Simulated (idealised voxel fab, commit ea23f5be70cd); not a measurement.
Process module name: voxel capacitor over wiring
It is cross-section cut that appears here, measuring 290 nm in width, its square cells being 5 nm in size.
Throughout this document, each cross-section is represented as a grid of square cells and is presented as a sequence of bands enumerated from the top downward, where a band comprises one or more rows of cells.
Band: top height; bottom height; in nm. Then, left to right: material with width in nm, for each material. "everywhere": a single material spanning edge to edge. "blank": empty space.
Where do heights start? At 0: under that level the wafer as delivered is made of one material only. And the lowest band has no floor; it just carries on downward, as in "z 0 and below".
Read "30 to 40" as a graded width: first number on top, second number at the bottom, same change between each pair of neighbouring rows.
"stayed the same" means the step left every cell of the cross-section as it was.
Under "Trapped void list" you'll find the enclosed gaps, the ones with no way out to the top, that are 8 cells or bigger; each reads width x height at distance, with distance counted from the left edge, everything in nm.
Text after the settings on a step's line: the simulator's own remark on that step.
"overlay nm" denotes, for a step that has a mask, the displacement of the mask to the right of its planned place, with negative values corresponding to the left.
Plan:
1: RECEIVE (material Si)
2: CONFORMAL_DEP (material SiO2; thk nm 10)
3: DIRECTIONAL_DEP (material TiN; thk nm 5)
4: DIRECTIONAL_DEP (material W; thk nm 25)
5: MASKED_ETCH (tone cover; mask id METAL_1; width nm 20; pitch nm 90; etch materials W; depth nm 25; overlay nm 0)
6: MASKED_ETCH (tone cover; mask id METAL_1; width nm 20; pitch nm 90; etch materials TiN; depth nm 5; overlay nm 0)
7: FILL_DEP (material SiO2; thk nm 10)
8: CMP (height nm 40)
9: CONFORMAL_DEP (material SiCN; thk nm 5)
10: DIRECTIONAL_DEP (material SiO2; thk nm 20)
11: MASKED_ETCH (tone open; mask id PLUG_1; width nm 15; etch materials SiO2; depth nm 20; overlay nm 0)
12: MASKED_ETCH (tone open; mask id PLUG_1; width nm 15; etch materials SiCN; depth nm 5; overlay nm 0)
13: EPI (material Ru; thk nm 10)
14: EPI (material Ru; thk nm 10)
15: EPI (material Ru; thk nm 5)
16: DIRECTIONAL_DEP (material TiN; thk nm 10)
17: DIRECTIONAL_DEP (material HfO2; thk nm 5)
18: DIRECTIONAL_DEP (material TiN; thk nm 5)
19: MASKED_ETCH (tone cover; mask id UPPER_PLATE; width nm 75; etch materials TiN; depth nm 5; overlay nm 0)
20: MASKED_ETCH (tone cover; mask id UPPER_PLATE; width nm 75; etch materials HfO2; depth nm 5; overlay nm 0)
21: DIRECTIONAL_DEP (material aC; thk nm 15)
22: PATTERN (tone cover; mask id LOWER_PLATE; material resist; width nm 85; thk nm 30; overlay nm 0)
23: DIRECTIONAL_ETCH (etch materials aC; depth nm 15)
24: STRIP (etch materials resist)
25: DIRECTIONAL_ETCH (etch materials TiN; depth nm 10)
26: STRIP (etch materials aC)
27: FILL_DEP (material SiO2; thk nm 15)
28: CMP (height nm 95)
29: DIRECTIONAL_DEP (material aC; thk nm 15)
30: PATTERN (tone open; mask id PLUG_2; material resist; width nm 15; thk nm 30; overlay nm 0)
31: DIRECTIONAL_ETCH (etch materials aC; depth nm 15)
32: STRIP (etch materials resist)
33: DIRECTIONAL_ETCH (etch materials SiO2; depth nm 10)
34: STRIP (etch materials aC)
35: CONFORMAL_DEP (material TiN; thk nm 5)
36: FILL_DEP (material W; thk nm 5)
37: CMP (height nm 95)
38: CONFORMAL_DEP (material SiCN; thk nm 5)
So this is the incoming wafer in cross-section - it's already been through step 1:
- z 0 and below = Si everywhere
- Trapped void list: none
The first of the two wafers as seen in cross-section once the module was finished; processing followed the plan:
- z 100 to 95 = SiCN everywhere
- z 95 to 90 = 105 nm SiO2, then 5 nm TiN, then 5 nm W, then 5 nm TiN, then 170 nm SiO2
- z 90 to 80 = 105 to 95 nm SiO2, then 15 to 75 nm TiN, then 170 to 120 nm SiO2
- z 80 to 75 = 95 nm SiO2, then 75 nm HfO2, then 120 nm SiO2
- z 75 to 65 = 90 nm SiO2, then 85 nm TiN, then 115 nm SiO2
- z 65 to 45 = 95 nm SiO2, then 15 nm Ru, then 180 nm SiO2
- z 45 to 40 = 95 nm SiCN, then 15 nm Ru, then 180 nm SiCN
- z 40 to 15 = 90 nm SiO2, then 20 nm W, then 70 nm SiO2, then 20 nm W, then 90 nm SiO2
- z 15 to 10 = 90 nm SiO2, then 20 nm TiN, then 70 nm SiO2, then 20 nm TiN, then 90 nm SiO2
- z 10 to 0 = SiO2 everywhere
- z 0 and below = Si everywhere
- Trapped void list: none
Cross-sectional view of the second of two wafers upon completion of the module. This wafer shared its starting condition and process plan with the first; one error was made during its execution:
- z 100 to 95 = SiCN everywhere
- z 95 to 90 = 105 nm SiO2, then 5 nm TiN, then 5 nm W, then 5 nm TiN, then 170 nm SiO2
- z 90 to 80 = 105 to 95 nm SiO2, then 15 to 75 nm TiN, then 170 to 120 nm SiO2
- z 80 to 75 = 95 nm SiO2, then 75 nm HfO2, then 120 nm SiO2
- z 75 to 70 = 90 nm SiO2, then 85 nm TiN, then 115 nm SiO2
- z 70 to 65 = TiN everywhere
- z 65 to 45 = 95 nm SiO2, then 15 nm Ru, then 180 nm SiO2
- z 45 to 40 = 95 nm SiCN, then 15 nm Ru, then 180 nm SiCN
- z 40 to 15 = 90 nm SiO2, then 20 nm W, then 70 nm SiO2, then 20 nm W, then 90 nm SiO2
- z 15 to 10 = 90 nm SiO2, then 20 nm TiN, then 70 nm SiO2, then 20 nm TiN, then 90 nm SiO2
- z 10 to 0 = SiO2 everywhere
- z 0 and below = Si everywhere
- Trapped void list: none
Plan not followed: step 25 ran differently from the plan; actual operation with settings: DIRECTIONAL_ETCH (etch materials TiN; depth nm 5)
At the finish, the second wafer shows more or fewer cells for some materials than the first does: SiO2 -41; TiN +41
